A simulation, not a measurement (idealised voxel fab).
The document below concerns the process module designated voxel air gaps.
The figure presents cross-section cut, which has a width of 205 nm and is divided into square cells with an edge length of 5 nm.
Cross-section layout: square cells on a grid; listed as bands, top to bottom; a band spans one or more cell rows.
A band entry consists of two parts. The first gives the height of the band's top and the height of its bottom, in nm. The rest lists the band's materials from left to right, each with its width in nm. A single material labelled with the word "throughout" fills the band from edge to edge, and the word "air" marks empty space.
Height 0 is the level under which the wafer as received is all one material. The lowest band goes on downwards, as in "0 down".
Width: "30->40" (first number = top row, second number = bottom row, same change from row to row of cells).
The cross-section has no changed cell in any step marked "no alteration".
Under "Entrapped voids" you'll find the enclosed gaps, the ones with no way out to the top, that are 8 cells or bigger; each reads width x height at distance, with distance counted from the left edge, everything in nm.
On a step's line, text after the settings is the simulator commenting on that step.
overlay nm: right-of-plan distance of the mask on a masked step; negative values mean left-of-plan.

**List of planned process steps**
1,RECEIVE [material Si]
2,CONFORMAL_DEP [material SiO2] [thk nm 10]
3,CONFORMAL_DEP [material SiCN] [thk nm 5]
4,DIRECTIONAL_DEP [material SiO2] [thk nm 30]
5,PATTERN [tone open] [mask id LINES] [material resist] [width nm 20] [pitch nm 45] [thk nm 20] [overlay nm 0]
6,DIRECTIONAL_ETCH [etch materials SiO2] [depth nm 30]
7,STRIP [etch materials resist]
8,CONFORMAL_DEP [material TiN] [thk nm 5]
9,FILL_DEP [material Cu] [thk nm 10]
10,CMP [height nm 45]
11,EPI [material Ru] [thk nm 10]
12,SELECTIVE_ETCH [etch materials SiO2] [depth nm 40]
13,CONFORMAL_DEP [material SiCN] [thk nm 5]

**First out of two wafers; run went to plan**

**The cross-section here shows the wafer as received, i.e. in its state after step 1**
> 0 down = Si throughout
> Entrapped voids: none

**Presented here is a cross-section of the wafer after step 2 has been performed**
> 10 to 0 = SiO2 throughout
> At heights below 0, the structure remains unaltered.

**Presented here is a cross-section of the wafer after step 3 has been performed**
> 15 to 10 = SiCN throughout
> At heights below 10, the structure remains unaltered.

**Presented here is a cross-section of the wafer after step 4 has been performed**
> 45 to 15 = SiO2 throughout
> At heights below 15, the structure remains unaltered.

**Presented here is a cross-section of the wafer after step 5 has been performed**
> 65 to 45 = 45 nm resist  20 nm air  25 nm resist  20 nm air  25 nm resist  20 nm air  50 nm resist
> At heights below 45, the structure remains unaltered.

**Presented here is a cross-section of the wafer after step 6 has been performed**
> 65 to 45 = 45 nm resist  20 nm air  25 nm resist  20 nm air  25 nm resist  20 nm air  50 nm resist
> 45 to 15 = 45 nm SiO2  20 nm air  25 nm SiO2  20 nm air  25 nm SiO2  20 nm air  50 nm SiO2
> At heights below 15, the structure remains unaltered.

**Presented here is a cross-section of the wafer after step 7 has been performed**
> 45 to 15 = 45 nm SiO2  20 nm air  25 nm SiO2  20 nm air  25 nm SiO2  20 nm air  50 nm SiO2
> At heights below 15, the structure remains unaltered.

**Presented here is a cross-section of the wafer after step 8 has been performed**
> 50 to 45 = 50 nm TiN  10 nm air  35 nm TiN  10 nm air  35 nm TiN  10 nm air  55 nm TiN
> 45 to 20 = 45 nm SiO2  5 nm TiN  10 nm air  5 nm TiN  25 nm SiO2  5 nm TiN  10 nm air  5 nm TiN  25 nm SiO2  5 nm TiN  10 nm air  5 nm TiN  50 nm SiO2
> 20 to 15 = 45 nm SiO2  20 nm TiN  25 nm SiO2  20 nm TiN  25 nm SiO2  20 nm TiN  50 nm SiO2
> At heights below 15, the structure remains unaltered.

**Presented here is a cross-section of the wafer after step 9 has been performed**
> 60 to 50 = Cu throughout
> 50 to 45 = 50 nm TiN  10 nm Cu  35 nm TiN  10 nm Cu  35 nm TiN  10 nm Cu  55 nm TiN
> 45 to 20 = 45 nm SiO2  5 nm TiN  10 nm Cu  5 nm TiN  25 nm SiO2  5 nm TiN  10 nm Cu  5 nm TiN  25 nm SiO2  5 nm TiN  10 nm Cu  5 nm TiN  50 nm SiO2
> At heights below 20, the structure remains unaltered.

**Presented here is a cross-section of the wafer after step 10 has been performed**
> 45 to 20 = 45 nm SiO2  5 nm TiN  10 nm Cu  5 nm TiN  25 nm SiO2  5 nm TiN  10 nm Cu  5 nm TiN  25 nm SiO2  5 nm TiN  10 nm Cu  5 nm TiN  50 nm SiO2
> At heights below 20, the structure remains unaltered.

**Presented here is a cross-section of the wafer after step 11 has been performed**
> 55 to 45 = 35 nm air  40 nm Ru  5 nm air  40 nm Ru  5 nm air  40 nm Ru  40 nm air
> At heights below 45, the structure remains unaltered.

**Presented here is a cross-section of the wafer after step 12 has been performed**
> 55 to 45 = 35 nm air  40 nm Ru  5 nm air  40 nm Ru  5 nm air  40 nm Ru  40 nm air
> 45 to 20 = 45 nm air  5 nm TiN  10 nm Cu  5 nm TiN  25 nm air  5 nm TiN  10 nm Cu  5 nm TiN  25 nm air  5 nm TiN  10 nm Cu  5 nm TiN  50 nm air
> 20 to 15 = 45 nm air  20 nm TiN  25 nm air  20 nm TiN  25 nm air  20 nm TiN  50 nm air
> At heights below 15, the structure remains unaltered.

**Presented here is a cross-section of the wafer after step 13 has been performed**
> 60 to 55 = 30 nm air  140 nm SiCN  35 nm air
> 55 to 45 = 30 nm air  5 nm SiCN  40 nm Ru  5 nm SiCN  40 nm Ru  5 nm SiCN  40 nm Ru  5 nm SiCN  35 nm air
> 45 to 40 = 30 nm air  15 nm SiCN  5 nm TiN  10 nm Cu  5 nm TiN  25 nm SiCN  5 nm TiN  10 nm Cu  5 nm TiN  25 nm SiCN  5 nm TiN  10 nm Cu  5 nm TiN  15 nm SiCN  35 nm air
> 40 to 20 = 40 nm air  5 nm SiCN  5 nm TiN  10 nm Cu  5 nm TiN  5 nm SiCN  15 nm air  5 nm SiCN  5 nm TiN  10 nm Cu  5 nm TiN  5 nm SiCN  15 nm air  5 nm SiCN  5 nm TiN  10 nm Cu  5 nm TiN  5 nm SiCN  45 nm air
> 20 to 15 = 45 nm SiCN  20 nm TiN  25 nm SiCN  20 nm TiN  25 nm SiCN  20 nm TiN  50 nm SiCN
> At heights below 15, the structure remains unaltered.
> Entrapped voids: 15 x 20 at 70; 15 x 20 at 115

**The second wafer: identical to the first at the outset and in its planned sequence, differing only in that one mistake was made during processing; up to and including step 3, its path is the first wafer's path**

**At the planned end of step 4, the second wafer in cross-section**
> 45 to 15 = Cu throughout
> At heights below 15, the structure remains unaltered.

**At the planned end of step 5, the second wafer in cross-section**
> 65 to 45 = 45 nm resist  20 nm air  25 nm resist  20 nm air  25 nm resist  20 nm air  50 nm resist
> At heights below 45, the structure remains unaltered.

At the planned end of step 6, the second wafer in cross-section: no alteration

**At the planned end of step 7, the second wafer in cross-section**
> 45 to 15 = Cu throughout
> At heights below 15, the structure remains unaltered.

**At the planned end of step 8, the second wafer in cross-section**
> 50 to 45 = TiN throughout
> At heights below 45, the structure remains unaltered.

**At the planned end of step 9, the second wafer in cross-section**
> 60 to 50 = Cu throughout
> At heights below 50, the structure remains unaltered.

**At the planned end of step 10, the second wafer in cross-section**
> 45 to 15 = Cu throughout
> At heights below 15, the structure remains unaltered.

**At the planned end of step 11, the second wafer in cross-section**
> 55 to 45 = Ru throughout
> At heights below 45, the structure remains unaltered.

At the planned end of step 12, the second wafer in cross-section: no alteration

**At the planned end of step 13, the second wafer in cross-section**
> 60 to 55 = SiCN throughout
> At heights below 55, the structure remains unaltered.
The mistake made against the process plan was this: in deviation from the planned setting, step 4 was conducted as DIRECTIONAL_DEP [material Cu] [thk nm 30]
The final cell counts differ between the wafers, with the second having more or fewer of some materials than the first: Cu: 216 more; Ru: 34 more; SiCN: 64 fewer; TiN: 42 fewer
Long story short, the first wafer ends with 2 closed voids and the second one with 0.
